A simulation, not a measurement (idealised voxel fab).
process module | voxel self aligned vias
cross-section cut | 250 nm wide | cells 5 nm
A cross-section is a grid of square cells, given in bands from the top down. A band is one or more rows of cells.
Each band's line starts with the height of the band's top and of its bottom, in nm. Then come its materials from left to right, each with its width in nm. One material with "throughout" fills the band from edge to edge. "air" is empty space.
Height 0 is the level under which the wafer as received is all one material. The lowest band goes on downwards, as in "0 down".
A width such as "30 to 40" changes by the same amount from each row of cells to the next, from the band's top row to its bottom row.
"no change" after a step means that no cell of the cross-section changed.
closed voids: empty space of 8 cells or more with no open way to the top, each as width x height at its distance from the left edge, in nm
after a step's settings: what the simulator itself notes on the step
overlay nm, on a step with a mask: how far to the right of its planned place the mask lay; to the left if negative
Each pair below shows a cross-section before one step and the cross-section after it, down to the lowest band that changed. The line under each pair gives the step between them, with its settings. The pairs can come from different runs of this module on the same starting wafer, so a pair continues from the pair above only where its "before" says so.
before
  0 down: Si throughout
  closed voids: none
after
  15 to 0: SiO2 throughout
  below 0: unchanged
  closed voids: none
the step between: op CONFORMAL_DEP | material SiO2 | thk nm 15
before: the cross-section after the pair above
after
  20 to 15: SiCN throughout
  below 15: unchanged
  closed voids: none
the step between: op CONFORMAL_DEP | material SiCN | thk nm 5
before: the cross-section after the pair above
after
  50 to 20: SiO2 throughout
  below 20: unchanged
  closed voids: none
the step between: op DIRECTIONAL_DEP | material SiO2 | thk nm 30
before: the cross-section after the pair above
after
  65 to 50: aC throughout
  below 50: unchanged
  closed voids: none
the step between: op DIRECTIONAL_DEP | material aC | thk nm 15
before: the cross-section after the pair above
after
  100 to 65: resist 35 | air 30 | resist 45 | air 30 | resist 45 | air 30 | resist 35
  below 65: unchanged
  closed voids: none
the step between: op PATTERN | tone open | mask id LINES | material resist | width nm 30 | pitch nm 75 | thk nm 35 | overlay nm 0
before: the cross-section after the pair above
after
  85 to 65: resist 35 | air 30 | resist 45 | air 30 | resist 45 | air 30 | resist 35
  65 to 50: aC 35 | air 30 | aC 45 | air 30 | aC 45 | air 30 | aC 35
  below 50: unchanged
  closed voids: none
the step between: op DIRECTIONAL_ETCH | etch materials aC | depth nm 15
before: the cross-section after the pair above
after
  65 to 50: aC 35 | air 30 | aC 45 | air 30 | aC 45 | air 30 | aC 35
  below 50: unchanged
  closed voids: none
the step between: op STRIP | etch materials resist
before: the cross-section after the pair above
after
  65 to 50: aC 35 | air 30 | aC 45 | air 30 | aC 45 | air 30 | aC 35
  50 to 20: SiO2 35 | air 30 | SiO2 45 | air 30 | SiO2 45 | air 30 | SiO2 35
  below 20: unchanged
  closed voids: none
the step between: op DIRECTIONAL_ETCH | etch materials SiO2 | depth nm 30
before: the cross-section after the pair above
after
  50 to 20: SiO2 35 | air 30 | SiO2 45 | air 30 | SiO2 45 | air 30 | SiO2 35
  below 20: unchanged
  closed voids: none
the step between: op STRIP | etch materials aC
before: the cross-section after the pair above
after
  55 to 50: TiN 40 | air 20 | TiN 55 | air 20 | TiN 55 | air 20 | TiN 40
  50 to 25: SiO2 35 | TiN 5 | air 20 | TiN 5 | SiO2 45 | TiN 5 | air 20 | TiN 5 | SiO2 45 | TiN 5 | air 20 | TiN 5 | SiO2 35
  25 to 20: SiO2 35 | TiN 30 | SiO2 45 | TiN 30 | SiO2 45 | TiN 30 | SiO2 35
  below 20: unchanged
  closed voids: none
the step between: op CONFORMAL_DEP | material TiN | thk nm 5
before: the cross-section after the pair above
after
  65 to 55: W throughout
  55 to 50: TiN 40 | W 20 | TiN 55 | W 20 | TiN 55 | W 20 | TiN 40
  50 to 25: SiO2 35 | TiN 5 | W 20 | TiN 5 | SiO2 45 | TiN 5 | W 20 | TiN 5 | SiO2 45 | TiN 5 | W 20 | TiN 5 | SiO2 35
  below 25: unchanged
  closed voids: none
the step between: op FILL_DEP | material W | thk nm 10
before: the cross-section after the pair above
after
  50 to 25: SiO2 35 | TiN 5 | W 20 | TiN 5 | SiO2 45 | TiN 5 | W 20 | TiN 5 | SiO2 45 | TiN 5 | W 20 | TiN 5 | SiO2 35
  below 25: unchanged
  closed voids: none
the step between: op CMP | height nm 50
before: the cross-section after the pair above
after
  50 to 45: SiO2 35 | air 30 | SiO2 45 | air 30 | SiO2 45 | air 30 | SiO2 35
  below 45: unchanged
  closed voids: none
the step between: op SELECTIVE_ETCH | etch materials W Ru TiN | depth nm 5
before: the cross-section after the pair above
after
  55 to 50: SiN throughout
  50 to 45: SiO2 35 | SiN 30 | SiO2 45 | SiN 30 | SiO2 45 | SiN 30 | SiO2 35
  below 45: unchanged
  closed voids: none
the step between: op FILL_DEP | material SiN | thk nm 5
before: the cross-section after the pair above
after
  50 to 45: SiO2 35 | SiN 30 | SiO2 45 | SiN 30 | SiO2 45 | SiN 30 | SiO2 35
  below 45: unchanged
  closed voids: none
the step between: op CMP | height nm 50
before: the cross-section after the pair above
after
  70 to 50: SiO2 throughout
  below 50: unchanged
  closed voids: none
the step between: op DIRECTIONAL_DEP | material SiO2 | thk nm 20
before: the cross-section after the pair above
after
  85 to 70: resist 25 | air 50 | resist 100 | air 50 | resist 25
  below 70: unchanged
  closed voids: none
the step between: op PATTERN | tone open | mask id VIAS | material resist | width nm 50 | pitch nm 150 | thk nm 15 | overlay nm 0
before: the cross-section after the pair above
after
  85 to 70: resist 25 | air 50 | resist 100 | air 50 | resist 25
  70 to 50: SiO2 25 | air 50 | SiO2 100 | air 50 | SiO2 25
  below 50: unchanged
  closed voids: none
the step between: op DIRECTIONAL_ETCH | etch materials SiO2 | depth nm 20
before: the cross-section after the pair above
after
  85 to 70: resist 25 | air 50 | resist 100 | air 50 | resist 25
  70 to 50: SiO2 25 | air 50 | SiO2 100 | air 50 | SiO2 25
  50 to 45: SiO2 35 | air 30 | SiO2 45 | SiN 30 | SiO2 45 | air 30 | SiO2 35
  below 45: unchanged
  closed voids: none
the step between: op DIRECTIONAL_ETCH | etch materials SiN | depth nm 5
before: the cross-section after the pair above
after
  70 to 50: SiO2 25 | air 50 | SiO2 100 | air 50 | SiO2 25
  below 50: unchanged
  closed voids: none
the step between: op STRIP | etch materials resist
before: the cross-section after the pair above
after
  75 to 70: TiN 30 | air 40 | TiN 110 | air 40 | TiN 30
  70 to 55: SiO2 25 | TiN 5 | air 40 | TiN 5 | SiO2 100 | TiN 5 | air 40 | TiN 5 | SiO2 25
  55 to 50: SiO2 25 | TiN 15 | air 20 | TiN 15 | SiO2 100 | TiN 15 | air 20 | TiN 15 | SiO2 25
  50 to 45: SiO2 35 | TiN 30 | SiO2 45 | SiN 30 | SiO2 45 | TiN 30 | SiO2 35
  below 45: unchanged
  closed voids: none
the step between: op CONFORMAL_DEP | material TiN | thk nm 5
before: the cross-section after the pair above
after
  85 to 75: Cu throughout
  75 to 70: TiN 30 | Cu 40 | TiN 110 | Cu 40 | TiN 30
  70 to 55: SiO2 25 | TiN 5 | Cu 40 | TiN 5 | SiO2 100 | TiN 5 | Cu 40 | TiN 5 | SiO2 25
  55 to 50: SiO2 25 | TiN 15 | Cu 20 | TiN 15 | SiO2 100 | TiN 15 | Cu 20 | TiN 15 | SiO2 25
  below 50: unchanged
  closed voids: none
the step between: op FILL_DEP | material Cu | thk nm 10
before: the cross-section after the pair above
after
  70 to 55: SiO2 25 | TiN 5 | Cu 40 | TiN 5 | SiO2 100 | TiN 5 | Cu 40 | TiN 5 | SiO2 25
  below 55: unchanged
  closed voids: none
the step between: op CMP | height nm 70
before: the cross-section after the pair above
after
  75 to 70: SiN throughout
  below 70: unchanged
  closed voids: none
the step between: op CONFORMAL_DEP | material SiN | thk nm 5
before
  0 down: Si throughout
  closed voids: none
after
  5 to 0: SiCN throughout
  below 0: unchanged
  closed voids: none
the step between: op CONFORMAL_DEP | material SiCN | thk nm 5
before: the cross-section after the pair above
after
  35 to 5: SiO2 throughout
  below 5: unchanged
  closed voids: none
the step between: op DIRECTIONAL_DEP | material SiO2 | thk nm 30
before: the cross-section after the pair above
after
  50 to 35: aC throughout
  below 35: unchanged
  closed voids: none
the step between: op DIRECTIONAL_DEP | material aC | thk nm 15
before: the cross-section after the pair above
after
  85 to 50: resist 35 | air 30 | resist 45 | air 30 | resist 45 | air 30 | resist 35
  below 50: unchanged
  closed voids: none
the step between: op PATTERN | tone open | mask id LINES | material resist | width nm 30 | pitch nm 75 | thk nm 35 | overlay nm 0
before: the cross-section after the pair above
after
  70 to 50: resist 35 | air 30 | resist 45 | air 30 | resist 45 | air 30 | resist 35
  50 to 35: aC 35 | air 30 | aC 45 | air 30 | aC 45 | air 30 | aC 35
  below 35: unchanged
  closed voids: none
the step between: op DIRECTIONAL_ETCH | etch materials aC | depth nm 15
before: the cross-section after the pair above
after
  50 to 35: aC 35 | air 30 | aC 45 | air 30 | aC 45 | air 30 | aC 35
  below 35: unchanged
  closed voids: none
the step between: op STRIP | etch materials resist
before: the cross-section after the pair above
after
  50 to 35: aC 35 | air 30 | aC 45 | air 30 | aC 45 | air 30 | aC 35
  35 to 5: SiO2 35 | air 30 | SiO2 45 | air 30 | SiO2 45 | air 30 | SiO2 35
  below 5: unchanged
  closed voids: none
the step between: op DIRECTIONAL_ETCH | etch materials SiO2 | depth nm 30
before: the cross-section after the pair above
after
  35 to 5: SiO2 35 | air 30 | SiO2 45 | air 30 | SiO2 45 | air 30 | SiO2 35
  below 5: unchanged
  closed voids: none
the step between: op STRIP | etch materials aC
before: the cross-section after the pair above
after
  40 to 35: TiN 40 | air 20 | TiN 55 | air 20 | TiN 55 | air 20 | TiN 40
  35 to 10: SiO2 35 | TiN 5 | air 20 | TiN 5 | SiO2 45 | TiN 5 | air 20 | TiN 5 | SiO2 45 | TiN 5 | air 20 | TiN 5 | SiO2 35
  10 to 5: SiO2 35 | TiN 30 | SiO2 45 | TiN 30 | SiO2 45 | TiN 30 | SiO2 35
  below 5: unchanged
  closed voids: none
the step between: op CONFORMAL_DEP | material TiN | thk nm 5
before: the cross-section after the pair above
after
  50 to 40: W throughout
  40 to 35: TiN 40 | W 20 | TiN 55 | W 20 | TiN 55 | W 20 | TiN 40
  35 to 10: SiO2 35 | TiN 5 | W 20 | TiN 5 | SiO2 45 | TiN 5 | W 20 | TiN 5 | SiO2 45 | TiN 5 | W 20 | TiN 5 | SiO2 35
  below 10: unchanged
  closed voids: none
the step between: op FILL_DEP | material W | thk nm 10
before: the cross-section after the pair above
after
  45 to 40: W throughout
  below 40: unchanged
  closed voids: none
the step between: op SELECTIVE_ETCH | etch materials W Ru TiN | depth nm 5
before: the cross-section after the pair above
after
  50 to 45: SiN throughout
  below 45: unchanged
  closed voids: none
the step between: op FILL_DEP | material SiN | thk nm 5
before: the cross-section after the pair above
after
  70 to 50: SiO2 throughout
  below 50: unchanged
  closed voids: none
the step between: op DIRECTIONAL_DEP | material SiO2 | thk nm 20
before: the cross-section after the pair above
after
  85 to 70: resist 25 | air 50 | resist 100 | air 50 | resist 25
  below 70: unchanged
  closed voids: none
the step between: op PATTERN | tone open | mask id VIAS | material resist | width nm 50 | pitch nm 150 | thk nm 15 | overlay nm 0
before: the cross-section after the pair above
after
  85 to 70: resist 25 | air 50 | resist 100 | air 50 | resist 25
  70 to 50: SiO2 25 | air 50 | SiO2 100 | air 50 | SiO2 25
  below 50: unchanged
  closed voids: none
the step between: op DIRECTIONAL_ETCH | etch materials SiO2 | depth nm 20
before: the cross-section after the pair above
after
  85 to 70: resist 25 | air 50 | resist 100 | air 50 | resist 25
  70 to 50: SiO2 25 | air 50 | SiO2 100 | air 50 | SiO2 25
  50 to 45: SiN 25 | air 50 | SiN 100 | air 50 | SiN 25
  below 45: unchanged
  closed voids: none
the step between: op DIRECTIONAL_ETCH | etch materials SiN | depth nm 5
before: the cross-section after the pair above
after
  70 to 50: SiO2 25 | air 50 | SiO2 100 | air 50 | SiO2 25
  below 50: unchanged
  closed voids: none
the step between: op STRIP | etch materials resist
before: the cross-section after the pair above
after
  75 to 70: TiN 30 | air 40 | TiN 110 | air 40 | TiN 30
  70 to 50: SiO2 25 | TiN 5 | air 40 | TiN 5 | SiO2 100 | TiN 5 | air 40 | TiN 5 | SiO2 25
  50 to 45: SiN 25 | TiN 50 | SiN 100 | TiN 50 | SiN 25
  below 45: unchanged
  closed voids: none
the step between: op CONFORMAL_DEP | material TiN | thk nm 5
before: the cross-section after the pair above
after
  85 to 75: Cu throughout
  75 to 70: TiN 30 | Cu 40 | TiN 110 | Cu 40 | TiN 30
  70 to 50: SiO2 25 | TiN 5 | Cu 40 | TiN 5 | SiO2 100 | TiN 5 | Cu 40 | TiN 5 | SiO2 25
  below 50: unchanged
  closed voids: none
the step between: op FILL_DEP | material Cu | thk nm 10
before: the cross-section after the pair above
after
  70 to 50: SiO2 25 | TiN 5 | Cu 40 | TiN 5 | SiO2 100 | TiN 5 | Cu 40 | TiN 5 | SiO2 25
  below 50: unchanged
  closed voids: none
the step between: op CMP | height nm 70
before: the cross-section after the pair above
after
  75 to 70: SiN throughout
  below 70: unchanged
  closed voids: none
the step between: op CONFORMAL_DEP | material SiN | thk nm 5
before
  85 to 70: resist 25 | air 50 | resist 100 | air 50 | resist 25
  70 to 50: SiO2 25 | air 50 | SiO2 100 | air 50 | SiO2 25
  50 to 45: SiO2 35 | SiN 30 | SiO2 45 | SiN 30 | SiO2 45 | SiN 30 | SiO2 35
  45 to 25: SiO2 35 | TiN 5 | W 20 | TiN 5 | SiO2 45 | TiN 5 | W 20 | TiN 5 | SiO2 45 | TiN 5 | W 20 | TiN 5 | SiO2 35
  25 to 20: SiO2 35 | TiN 30 | SiO2 45 | TiN 30 | SiO2 45 | TiN 30 | SiO2 35
  20 to 15: SiCN throughout
  15 to 0: SiO2 throughout
  0 down: Si throughout
  closed voids: none
after
  85 to 70: resist 25 | air 50 | resist 100 | air 50 | resist 25
  70 to 50: SiO2 25 | air 50 | SiO2 100 | air 50 | SiO2 25
  50 to 45: SiO2 25 | air 10 | SiN 30 | air 10 | SiO2 35 | SiN 30 | SiO2 35 | air 10 | SiN 30 | air 10 | SiO2 25
  45 to 30: SiO2 25 | air 10 | TiN 5 | W 20 | TiN 5 | air 10 | SiO2 35 | TiN 5 | W 20 | TiN 5 | SiO2 35 | air 10 | TiN 5 | W 20 | TiN 5 | air 10 | SiO2 25
  below 30: unchanged
  closed voids: none
the step between: op DIRECTIONAL_ETCH | etch materials SiO2 | depth nm 20
before: the cross-section after the pair above
after
  85 to 70: resist 25 | air 50 | resist 100 | air 50 | resist 25
  70 to 50: SiO2 25 | air 50 | SiO2 100 | air 50 | SiO2 25
  50 to 45: SiO2 25 | air 50 | SiO2 35 | SiN 30 | SiO2 35 | air 50 | SiO2 25
  below 45: unchanged
  closed voids: none
the step between: op DIRECTIONAL_ETCH | etch materials SiN | depth nm 5
before: the cross-section after the pair above
after
  70 to 50: SiO2 25 | air 50 | SiO2 100 | air 50 | SiO2 25
  below 50: unchanged
  closed voids: none
the step between: op STRIP | etch materials resist
before: the cross-section after the pair above
after
  75 to 70: TiN 30 | air 40 | TiN 110 | air 40 | TiN 30
  70 to 50: SiO2 25 | TiN 5 | air 40 | TiN 5 | SiO2 100 | TiN 5 | air 40 | TiN 5 | SiO2 25
  50 to 45: SiO2 25 | TiN 50 | SiO2 35 | SiN 30 | SiO2 35 | TiN 50 | SiO2 25
  45 to 30: SiO2 25 | TiN 15 | W 20 | TiN 15 | SiO2 35 | TiN 5 | W 20 | TiN 5 | SiO2 35 | TiN 15 | W 20 | TiN 15 | SiO2 25
  below 30: unchanged
  closed voids: none
the step between: op CONFORMAL_DEP | material TiN | thk nm 5
before: the cross-section after the pair above
after
  85 to 75: Cu throughout
  75 to 70: TiN 30 | Cu 40 | TiN 110 | Cu 40 | TiN 30
  70 to 50: SiO2 25 | TiN 5 | Cu 40 | TiN 5 | SiO2 100 | TiN 5 | Cu 40 | TiN 5 | SiO2 25
  below 50: unchanged
  closed voids: none
the step between: op FILL_DEP | material Cu | thk nm 10
before: the cross-section after the pair above
after
  70 to 50: SiO2 25 | TiN 5 | Cu 40 | TiN 5 | SiO2 100 | TiN 5 | Cu 40 | TiN 5 | SiO2 25
  below 50: unchanged
  closed voids: none
the step between: op CMP | height nm 70
before: the cross-section after the pair above
after
  75 to 70: SiN throughout
  below 70: unchanged
  closed voids: none
the step between: op CONFORMAL_DEP | material SiN | thk nm 5
before
  15 to 0: SiO2 throughout
  0 down: Si throughout
  closed voids: none
after
  45 to 0: SiO2 throughout
  below 0: unchanged
  closed voids: none
the step between: op DIRECTIONAL_DEP | material SiO2 | thk nm 30
before: the cross-section after the pair above
after
  50 to 45: SiCN throughout
  below 45: unchanged
  closed voids: none
the step between: op CONFORMAL_DEP | material SiCN | thk nm 5
before: the cross-section after the pair above
after
  65 to 50: aC throughout
  below 50: unchanged
  closed voids: none
the step between: op DIRECTIONAL_DEP | material aC | thk nm 15
before: the cross-section after the pair above
after
  100 to 65: resist 35 | air 30 | resist 45 | air 30 | resist 45 | air 30 | resist 35
  below 65: unchanged
  closed voids: none
the step between: op PATTERN | tone open | mask id LINES | material resist | width nm 30 | pitch nm 75 | thk nm 35 | overlay nm 0
before: the cross-section after the pair above
after
  85 to 65: resist 35 | air 30 | resist 45 | air 30 | resist 45 | air 30 | resist 35
  65 to 50: aC 35 | air 30 | aC 45 | air 30 | aC 45 | air 30 | aC 35
  below 50: unchanged
  closed voids: none
the step between: op DIRECTIONAL_ETCH | etch materials aC | depth nm 15
before: the cross-section after the pair above
after
  65 to 50: aC 35 | air 30 | aC 45 | air 30 | aC 45 | air 30 | aC 35
  below 50: unchanged
  closed voids: none
the step between: op STRIP | etch materials resist
before: the cross-section after the pair above
after
  50 to 45: SiCN throughout
  below 45: unchanged
  closed voids: none
the step between: op STRIP | etch materials aC
before: the cross-section after the pair above
after
  55 to 50: TiN throughout
  below 50: unchanged
  closed voids: none
the step between: op CONFORMAL_DEP | material TiN | thk nm 5
before: the cross-section after the pair above
after
  65 to 55: W throughout
  below 55: unchanged
  closed voids: none
the step between: op FILL_DEP | material W | thk nm 10
before: the cross-section after the pair above
after
  50 to 45: SiCN throughout
  below 45: unchanged
  closed voids: none
the step between: op CMP | height nm 50
before: the cross-section after the pair above
after
  55 to 50: SiN throughout
  below 50: unchanged
  closed voids: none
the step between: op FILL_DEP | material SiN | thk nm 5
before: the cross-section after the pair above
after
  50 to 45: SiCN throughout
  below 45: unchanged
  closed voids: none
the step between: op CMP | height nm 50
before: the cross-section after the pair above
after
  70 to 50: SiO2 throughout
  below 50: unchanged
  closed voids: none
the step between: op DIRECTIONAL_DEP | material SiO2 | thk nm 20
before: the cross-section after the pair above
after
  85 to 70: resist 25 | air 50 | resist 100 | air 50 | resist 25
  below 70: unchanged
  closed voids: none
the step between: op PATTERN | tone open | mask id VIAS | material resist | width nm 50 | pitch nm 150 | thk nm 15 | overlay nm 0
before: the cross-section after the pair above
after
  85 to 70: resist 25 | air 50 | resist 100 | air 50 | resist 25
  70 to 50: SiO2 25 | air 50 | SiO2 100 | air 50 | SiO2 25
  below 50: unchanged
  closed voids: none
the step between: op DIRECTIONAL_ETCH | etch materials SiO2 | depth nm 20
before: the cross-section after the pair above
after
  70 to 50: SiO2 25 | air 50 | SiO2 100 | air 50 | SiO2 25
  below 50: unchanged
  closed voids: none
the step between: op STRIP | etch materials resist
before: the cross-section after the pair above
after
  75 to 70: TiN 30 | air 40 | TiN 110 | air 40 | TiN 30
  70 to 55: SiO2 25 | TiN 5 | air 40 | TiN 5 | SiO2 100 | TiN 5 | air 40 | TiN 5 | SiO2 25
  55 to 50: SiO2 25 | TiN 50 | SiO2 100 | TiN 50 | SiO2 25
  below 50: unchanged
  closed voids: none
the step between: op CONFORMAL_DEP | material TiN | thk nm 5
before: the cross-section after the pair above
after
  85 to 75: Cu throughout
  75 to 70: TiN 30 | Cu 40 | TiN 110 | Cu 40 | TiN 30
  70 to 55: SiO2 25 | TiN 5 | Cu 40 | TiN 5 | SiO2 100 | TiN 5 | Cu 40 | TiN 5 | SiO2 25
  below 55: unchanged
  closed voids: none
the step between: op FILL_DEP | material Cu | thk nm 10
before: the cross-section after the pair above
after
  70 to 55: SiO2 25 | TiN 5 | Cu 40 | TiN 5 | SiO2 100 | TiN 5 | Cu 40 | TiN 5 | SiO2 25
  below 55: unchanged
  closed voids: none
the step between: op CMP | height nm 70
before: the cross-section after the pair above
after
  75 to 70: SiN throughout
  below 70: unchanged
  closed voids: none
the step between: op CONFORMAL_DEP | material SiN | thk nm 5
before
  20 to 15: SiCN throughout
  15 to 0: SiO2 throughout
  0 down: Si throughout
  closed voids: none
after
  45 to 20: SiO2 throughout
  below 20: unchanged
  closed voids: none
the step between: op DIRECTIONAL_DEP | material SiO2 | thk nm 25
before: the cross-section after the pair above
after
  60 to 45: aC throughout
  below 45: unchanged
  closed voids: none
the step between: op DIRECTIONAL_DEP | material aC | thk nm 15
before: the cross-section after the pair above
after
  95 to 60: resist 35 | air 30 | resist 45 | air 30 | resist 45 | air 30 | resist 35
  below 60: unchanged
  closed voids: none
the step between: op PATTERN | tone open | mask id LINES | material resist | width nm 30 | pitch nm 75 | thk nm 35 | overlay nm 0
before: the cross-section after the pair above
after
  80 to 60: resist 35 | air 30 | resist 45 | air 30 | resist 45 | air 30 | resist 35
  60 to 45: aC 35 | air 30 | aC 45 | air 30 | aC 45 | air 30 | aC 35
  below 45: unchanged
  closed voids: none
the step between: op DIRECTIONAL_ETCH | etch materials aC | depth nm 15
before: the cross-section after the pair above
after
  60 to 45: aC 35 | air 30 | aC 45 | air 30 | aC 45 | air 30 | aC 35
  below 45: unchanged
  closed voids: none
the step between: op STRIP | etch materials resist
before: the cross-section after the pair above
after
  60 to 45: aC 35 | air 30 | aC 45 | air 30 | aC 45 | air 30 | aC 35
  45 to 20: SiO2 35 | air 30 | SiO2 45 | air 30 | SiO2 45 | air 30 | SiO2 35
  below 20: unchanged
  closed voids: none
the step between: op DIRECTIONAL_ETCH | etch materials SiO2 | depth nm 30
before: the cross-section after the pair above
after
  45 to 20: SiO2 35 | air 30 | SiO2 45 | air 30 | SiO2 45 | air 30 | SiO2 35
  below 20: unchanged
  closed voids: none
the step between: op STRIP | etch materials aC
before: the cross-section after the pair above
after
  50 to 45: TiN 40 | air 20 | TiN 55 | air 20 | TiN 55 | air 20 | TiN 40
  45 to 25: SiO2 35 | TiN 5 | air 20 | TiN 5 | SiO2 45 | TiN 5 | air 20 | TiN 5 | SiO2 45 | TiN 5 | air 20 | TiN 5 | SiO2 35
  25 to 20: SiO2 35 | TiN 30 | SiO2 45 | TiN 30 | SiO2 45 | TiN 30 | SiO2 35
  below 20: unchanged
  closed voids: none
the step between: op CONFORMAL_DEP | material TiN | thk nm 5
before: the cross-section after the pair above
after
  60 to 50: W throughout
  50 to 45: TiN 40 | W 20 | TiN 55 | W 20 | TiN 55 | W 20 | TiN 40
  45 to 25: SiO2 35 | TiN 5 | W 20 | TiN 5 | SiO2 45 | TiN 5 | W 20 | TiN 5 | SiO2 45 | TiN 5 | W 20 | TiN 5 | SiO2 35
  below 25: unchanged
  closed voids: none
the step between: op FILL_DEP | material W | thk nm 10
before: the cross-section after the pair above
after
  50 to 45: TiN 40 | W 20 | TiN 55 | W 20 | TiN 55 | W 20 | TiN 40
  below 45: unchanged
  closed voids: none
the step between: op CMP | height nm 50
before: the cross-section after the pair above
after
  45 to 25: SiO2 35 | TiN 5 | W 20 | TiN 5 | SiO2 45 | TiN 5 | W 20 | TiN 5 | SiO2 45 | TiN 5 | W 20 | TiN 5 | SiO2 35
  below 25: unchanged
  closed voids: none
the step between: op SELECTIVE_ETCH | etch materials W Ru TiN | depth nm 5
before: the cross-section after the pair above
after
  50 to 45: SiN throughout
  below 45: unchanged
  closed voids: none
the step between: op FILL_DEP | material SiN | thk nm 5
before: the cross-section after the pair above
after
  70 to 50: SiO2 throughout
  below 50: unchanged
  closed voids: none
the step between: op DIRECTIONAL_DEP | material SiO2 | thk nm 20
before: the cross-section after the pair above
after
  85 to 70: resist 25 | air 50 | resist 100 | air 50 | resist 25
  below 70: unchanged
  closed voids: none
the step between: op PATTERN | tone open | mask id VIAS | material resist | width nm 50 | pitch nm 150 | thk nm 15 | overlay nm 0
before: the cross-section after the pair above
after
  85 to 70: resist 25 | air 50 | resist 100 | air 50 | resist 25
  70 to 50: SiO2 25 | air 50 | SiO2 100 | air 50 | SiO2 25
  below 50: unchanged
  closed voids: none
the step between: op DIRECTIONAL_ETCH | etch materials SiO2 | depth nm 20
before: the cross-section after the pair above
after
  85 to 70: resist 25 | air 50 | resist 100 | air 50 | resist 25
  70 to 50: SiO2 25 | air 50 | SiO2 100 | air 50 | SiO2 25
  50 to 45: SiN 25 | air 50 | SiN 100 | air 50 | SiN 25
  below 45: unchanged
  closed voids: none
the step between: op DIRECTIONAL_ETCH | etch materials SiN | depth nm 5
before: the cross-section after the pair above
after
  70 to 50: SiO2 25 | air 50 | SiO2 100 | air 50 | SiO2 25
  below 50: unchanged
  closed voids: none
the step between: op STRIP | etch materials resist
before: the cross-section after the pair above
after
  75 to 70: TiN 30 | air 40 | TiN 110 | air 40 | TiN 30
  70 to 50: SiO2 25 | TiN 5 | air 40 | TiN 5 | SiO2 100 | TiN 5 | air 40 | TiN 5 | SiO2 25
  50 to 45: SiN 25 | TiN 50 | SiN 100 | TiN 50 | SiN 25
  below 45: unchanged
  closed voids: none
the step between: op CONFORMAL_DEP | material TiN | thk nm 5
before: the cross-section after the pair above
after
  85 to 75: Cu throughout
  75 to 70: TiN 30 | Cu 40 | TiN 110 | Cu 40 | TiN 30
  70 to 50: SiO2 25 | TiN 5 | Cu 40 | TiN 5 | SiO2 100 | TiN 5 | Cu 40 | TiN 5 | SiO2 25
  below 50: unchanged
  closed voids: none
the step between: op FILL_DEP | material Cu | thk nm 10
before: the cross-section after the pair above
after
  70 to 50: SiO2 25 | TiN 5 | Cu 40 | TiN 5 | SiO2 100 | TiN 5 | Cu 40 | TiN 5 | SiO2 25
  below 50: unchanged
  closed voids: none
the step between: op CMP | height nm 70
before: the cross-section after the pair above
after
  75 to 70: SiN throughout
  below 70: unchanged
  closed voids: none
the step between: op CONFORMAL_DEP | material SiN | thk nm 5
before
  65 to 50: aC throughout
  50 to 20: SiO2 throughout
  20 to 15: SiCN throughout
  15 to 0: SiO2 throughout
  0 down: Si throughout
  closed voids: none
after
  100 to 65: resist 40 | air 20 | resist 55 | air 20 | resist 55 | air 20 | resist 40
  below 65: unchanged
  closed voids: none
the step between: op PATTERN | tone open | mask id LINES | material resist | width nm 20 | pitch nm 75 | thk nm 35 | overlay nm 0
before: the cross-section after the pair above
after
  85 to 65: resist 40 | air 20 | resist 55 | air 20 | resist 55 | air 20 | resist 40
  65 to 50: aC 40 | air 20 | aC 55 | air 20 | aC 55 | air 20 | aC 40
  below 50: unchanged
  closed voids: none
the step between: op DIRECTIONAL_ETCH | etch materials aC | depth nm 15
before: the cross-section after the pair above
after
  65 to 50: aC 40 | air 20 | aC 55 | air 20 | aC 55 | air 20 | aC 40
  below 50: unchanged
  closed voids: none
the step between: op STRIP | etch materials resist
before: the cross-section after the pair above
after
  65 to 50: aC 40 | air 20 | aC 55 | air 20 | aC 55 | air 20 | aC 40
  50 to 20: SiO2 40 | air 20 | SiO2 55 | air 20 | SiO2 55 | air 20 | SiO2 40
  below 20: unchanged
  closed voids: none
the step between: op DIRECTIONAL_ETCH | etch materials SiO2 | depth nm 30
before: the cross-section after the pair above
after
  50 to 20: SiO2 40 | air 20 | SiO2 55 | air 20 | SiO2 55 | air 20 | SiO2 40
  below 20: unchanged
  closed voids: none
the step between: op STRIP | etch materials aC
before: the cross-section after the pair above
after
  55 to 50: TiN 45 | air 10 | TiN 65 | air 10 | TiN 65 | air 10 | TiN 45
  50 to 25: SiO2 40 | TiN 5 | air 10 | TiN 5 | SiO2 55 | TiN 5 | air 10 | TiN 5 | SiO2 55 | TiN 5 | air 10 | TiN 5 | SiO2 40
  25 to 20: SiO2 40 | TiN 20 | SiO2 55 | TiN 20 | SiO2 55 | TiN 20 | SiO2 40
  below 20: unchanged
  closed voids: none
the step between: op CONFORMAL_DEP | material TiN | thk nm 5
before: the cross-section after the pair above
after
  65 to 55: W throughout
  55 to 50: TiN 45 | W 10 | TiN 65 | W 10 | TiN 65 | W 10 | TiN 45
  50 to 25: SiO2 40 | TiN 5 | W 10 | TiN 5 | SiO2 55 | TiN 5 | W 10 | TiN 5 | SiO2 55 | TiN 5 | W 10 | TiN 5 | SiO2 40
  below 25: unchanged
  closed voids: none
the step between: op FILL_DEP | material W | thk nm 10
before: the cross-section after the pair above
after
  50 to 25: SiO2 40 | TiN 5 | W 10 | TiN 5 | SiO2 55 | TiN 5 | W 10 | TiN 5 | SiO2 55 | TiN 5 | W 10 | TiN 5 | SiO2 40
  below 25: unchanged
  closed voids: none
the step between: op CMP | height nm 50
before: the cross-section after the pair above
after
  50 to 45: SiO2 40 | air 20 | SiO2 55 | air 20 | SiO2 55 | air 20 | SiO2 40
  below 45: unchanged
  closed voids: none
the step between: op SELECTIVE_ETCH | etch materials W Ru TiN | depth nm 5
before: the cross-section after the pair above
after
  55 to 50: SiN throughout
  50 to 45: SiO2 40 | SiN 20 | SiO2 55 | SiN 20 | SiO2 55 | SiN 20 | SiO2 40
  below 45: unchanged
  closed voids: none
the step between: op FILL_DEP | material SiN | thk nm 5
before: the cross-section after the pair above
after
  50 to 45: SiO2 40 | SiN 20 | SiO2 55 | SiN 20 | SiO2 55 | SiN 20 | SiO2 40
  below 45: unchanged
  closed voids: none
the step between: op CMP | height nm 50
before: the cross-section after the pair above
after
  70 to 50: SiO2 throughout
  below 50: unchanged
  closed voids: none
the step between: op DIRECTIONAL_DEP | material SiO2 | thk nm 20
before: the cross-section after the pair above
after
  85 to 70: resist 25 | air 50 | resist 100 | air 50 | resist 25
  below 70: unchanged
  closed voids: none
the step between: op PATTERN | tone open | mask id VIAS | material resist | width nm 50 | pitch nm 150 | thk nm 15 | overlay nm 0
before: the cross-section after the pair above
after
  85 to 70: resist 25 | air 50 | resist 100 | air 50 | resist 25
  70 to 50: SiO2 25 | air 50 | SiO2 100 | air 50 | SiO2 25
  below 50: unchanged
  closed voids: none
the step between: op DIRECTIONAL_ETCH | etch materials SiO2 | depth nm 20
